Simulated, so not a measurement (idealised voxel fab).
The following process module bears the name voxel double patterning.
In the cross-section labelled cut, the width is 170 nm and each square cell is 5 nm.
Format of a cross-section: grid, square cells. Given as bands. Order: top down. Band: one or more rows of cells.
First you get the band's top height and its bottom height, in nm, and then the materials it's made of, left to right, with each width in nm. If you see a single material with "all across", that one covers the band edge to edge. "empty" is empty space.
Beneath 0, the wafer as received is one material, and that level is where height counting begins. The lowest band goes on downward without a bottom; it is written like "0 down".
Top row gets the first number, bottom row gets the second, and each row in between changes by the same step: that is how a band width like "30..40" works.
Any step labelled "remains unaltered" changed none of the cells in the cross-section.
"Tabulated closed voids" specifies each empty space that is not open to the top and that occupies no fewer than 8 cells, using the form width x height at distance, the distance measured from the left edge and all three quantities in nm.
On each step's line, the part that comes after the settings is the simulator's own comment on the step.
The setting "overlay nm" may be written on the line of a step. When the step uses a mask, the value reports how far to the right of the planned place the mask lay, and a negative value reports that it lay to the left.
[Here's what the planned process steps look like]
1: RECEIVE with material Si
2: CONFORMAL_DEP with material SiN, thk nm 10
3: DIRECTIONAL_DEP with material SiO2, thk nm 15
4: DIRECTIONAL_DEP with material SiCN, thk nm 5
5: PATTERN with tone open, mask id FIRST, material resist, width nm 15, pitch nm 50, thk nm 15, overlay nm 0
6: DIRECTIONAL_ETCH with etch materials SiCN, depth nm 5
7: STRIP with etch materials resist
8: DIRECTIONAL_DEP with material aC, thk nm 10
9: PATTERN with tone open, mask id SECOND, material resist, width nm 15, thk nm 30, overlay nm 0
10: DIRECTIONAL_ETCH with etch materials aC, depth nm 10
11: STRIP with etch materials resist
12: DIRECTIONAL_ETCH with etch materials SiCN, depth nm 5
13: STRIP with etch materials aC
14: DIRECTIONAL_ETCH with etch materials SiO2, depth nm 15
15: STRIP with etch materials SiCN
[Below: the first of two wafers, run as planned]
[As-received state of the wafer in cross-section, equivalent to post-step 1]
	0 down | Si all across
	Tabulated closed voids: none
[Take a look at the wafer's cross-section after step 2]
	10 to 0 | SiN all across
	For the remainder of the cross-section, below 0, there is no change.
[Take a look at the wafer's cross-section after step 3]
	25 to 10 | SiO2 all across
	For the remainder of the cross-section, below 10, there is no change.
[Take a look at the wafer's cross-section after step 4]
	30 to 25 | SiCN all across
	For the remainder of the cross-section, below 25, there is no change.
[Take a look at the wafer's cross-section after step 5]
	45 to 30 | resist 50 nm | empty 15 nm | resist 35 nm | empty 15 nm | resist 55 nm
	For the remainder of the cross-section, below 30, there is no change.
[Take a look at the wafer's cross-section after step 6]
	45 to 30 | resist 50 nm | empty 15 nm | resist 35 nm | empty 15 nm | resist 55 nm
	30 to 25 | SiCN 50 nm | empty 15 nm | SiCN 35 nm | empty 15 nm | SiCN 55 nm
	For the remainder of the cross-section, below 25, there is no change.
[Take a look at the wafer's cross-section after step 7]
	30 to 25 | SiCN 50 nm | empty 15 nm | SiCN 35 nm | empty 15 nm | SiCN 55 nm
	For the remainder of the cross-section, below 25, there is no change.
[Take a look at the wafer's cross-section after step 8]
	40 to 35 | aC 50 nm | empty 15 nm | aC 35 nm | empty 15 nm | aC 55 nm
	35 to 30 | aC all across
	30 to 25 | SiCN 50 nm | aC 15 nm | SiCN 35 nm | aC 15 nm | SiCN 55 nm
	For the remainder of the cross-section, below 25, there is no change.
[Take a look at the wafer's cross-section after step 9]
	70 to 40 | resist 75 nm | empty 15 nm | resist 80 nm
	40 to 35 | aC 50 nm | resist 15 nm | aC 35 nm | resist 15 nm | aC 55 nm
	For the remainder of the cross-section, below 35, there is no change.
[Take a look at the wafer's cross-section after step 10]
	60 to 40 | resist 75 nm | empty 15 nm | resist 80 nm
	40 to 35 | aC 50 nm | resist 15 nm | aC 10 nm | empty 15 nm | aC 10 nm | resist 15 nm | aC 55 nm
	35 to 30 | aC 75 nm | empty 15 nm | aC 80 nm
	For the remainder of the cross-section, below 30, there is no change.
[Take a look at the wafer's cross-section after step 11]
	40 to 35 | aC 50 nm | empty 15 nm | aC 10 nm | empty 15 nm | aC 10 nm | empty 15 nm | aC 55 nm
	For the remainder of the cross-section, below 35, there is no change.
[Take a look at the wafer's cross-section after step 12]
	40 to 35 | aC 50 nm | empty 15 nm | aC 10 nm | empty 15 nm | aC 10 nm | empty 15 nm | aC 55 nm
	35 to 30 | aC 75 nm | empty 15 nm | aC 80 nm
	30 to 25 | SiCN 50 nm | aC 15 nm | SiCN 10 nm | empty 15 nm | SiCN 10 nm | aC 15 nm | SiCN 55 nm
	For the remainder of the cross-section, below 25, there is no change.
[Take a look at the wafer's cross-section after step 13]
	30 to 25 | SiCN 50 nm | empty 15 nm | SiCN 10 nm | empty 15 nm | SiCN 10 nm | empty 15 nm | SiCN 55 nm
	For the remainder of the cross-section, below 25, there is no change.
[Take a look at the wafer's cross-section after step 14]
	30 to 25 | SiCN 50 nm | empty 15 nm | SiCN 10 nm | empty 15 nm | SiCN 10 nm | empty 15 nm | SiCN 55 nm
	25 to 10 | SiO2 50 nm | empty 15 nm | SiO2 10 nm | empty 15 nm | SiO2 10 nm | empty 15 nm | SiO2 55 nm
	For the remainder of the cross-section, below 10, there is no change.
[Take a look at the wafer's cross-section after step 15]
	25 to 10 | SiO2 50 nm | empty 15 nm | SiO2 10 nm | empty 15 nm | SiO2 10 nm | empty 15 nm | SiO2 55 nm
	For the remainder of the cross-section, below 10, there is no change.
[Companion wafer, the second of two: same beginning, same intended sequence, one mistake in carrying it out; through step 2 inclusive it tracks the first exactly]
[Second wafer shown in cross-section at the time step 3 was slated to end]
	40 to 10 | SiO2 all across
	For the remainder of the cross-section, below 10, there is no change.
[Second wafer shown in cross-section at the time step 4 was slated to end]
	45 to 40 | SiCN all across
	For the remainder of the cross-section, below 40, there is no change.
[Second wafer shown in cross-section at the time step 5 was slated to end]
	60 to 45 | resist 50 nm | empty 15 nm | resist 35 nm | empty 15 nm | resist 55 nm
	For the remainder of the cross-section, below 45, there is no change.
[Second wafer shown in cross-section at the time step 6 was slated to end]
	60 to 45 | resist 50 nm | empty 15 nm | resist 35 nm | empty 15 nm | resist 55 nm
	45 to 40 | SiCN 50 nm | empty 15 nm | SiCN 35 nm | empty 15 nm | SiCN 55 nm
	For the remainder of the cross-section, below 40, there is no change.
[Second wafer shown in cross-section at the time step 7 was slated to end]
	45 to 40 | SiCN 50 nm | empty 15 nm | SiCN 35 nm | empty 15 nm | SiCN 55 nm
	For the remainder of the cross-section, below 40, there is no change.
[Second wafer shown in cross-section at the time step 8 was slated to end]
	55 to 50 | aC 50 nm | empty 15 nm | aC 35 nm | empty 15 nm | aC 55 nm
	50 to 45 | aC all across
	45 to 40 | SiCN 50 nm | aC 15 nm | SiCN 35 nm | aC 15 nm | SiCN 55 nm
	For the remainder of the cross-section, below 40, there is no change.
[Second wafer shown in cross-section at the time step 9 was slated to end]
	85 to 55 | resist 75 nm | empty 15 nm | resist 80 nm
	55 to 50 | aC 50 nm | resist 15 nm | aC 35 nm | resist 15 nm | aC 55 nm
	For the remainder of the cross-section, below 50, there is no change.
[Second wafer shown in cross-section at the time step 10 was slated to end]
	75 to 55 | resist 75 nm | empty 15 nm | resist 80 nm
	55 to 50 | aC 50 nm | resist 15 nm | aC 10 nm | empty 15 nm | aC 10 nm | resist 15 nm | aC 55 nm
	50 to 45 | aC 75 nm | empty 15 nm | aC 80 nm
	For the remainder of the cross-section, below 45, there is no change.
[Second wafer shown in cross-section at the time step 11 was slated to end]
	55 to 50 | aC 50 nm | empty 15 nm | aC 10 nm | empty 15 nm | aC 10 nm | empty 15 nm | aC 55 nm
	For the remainder of the cross-section, below 50, there is no change.
[Second wafer shown in cross-section at the time step 12 was slated to end]
	55 to 50 | aC 50 nm | empty 15 nm | aC 10 nm | empty 15 nm | aC 10 nm | empty 15 nm | aC 55 nm
	50 to 45 | aC 75 nm | empty 15 nm | aC 80 nm
	45 to 40 | SiCN 50 nm | aC 15 nm | SiCN 10 nm | empty 15 nm | SiCN 10 nm | aC 15 nm | SiCN 55 nm
	For the remainder of the cross-section, below 40, there is no change.
[Second wafer shown in cross-section at the time step 13 was slated to end]
	45 to 40 | SiCN 50 nm | empty 15 nm | SiCN 10 nm | empty 15 nm | SiCN 10 nm | empty 15 nm | SiCN 55 nm
	For the remainder of the cross-section, below 40, there is no change.
[Second wafer shown in cross-section at the time step 14 was slated to end]
	45 to 40 | SiCN 50 nm | empty 15 nm | SiCN 10 nm | empty 15 nm | SiCN 10 nm | empty 15 nm | SiCN 55 nm
	40 to 25 | SiO2 50 nm | empty 15 nm | SiO2 10 nm | empty 15 nm | SiO2 10 nm | empty 15 nm | SiO2 55 nm
	For the remainder of the cross-section, below 25, there is no change.
[Second wafer shown in cross-section at the time step 15 was slated to end]
	40 to 25 | SiO2 50 nm | empty 15 nm | SiO2 10 nm | empty 15 nm | SiO2 10 nm | empty 15 nm | SiO2 55 nm
	For the remainder of the cross-section, below 25, there is no change.
Deviation from plan: step 3 of the plan was twice carried out
Cell-count delta at end, second wafer over first, by material: +102 SiO2
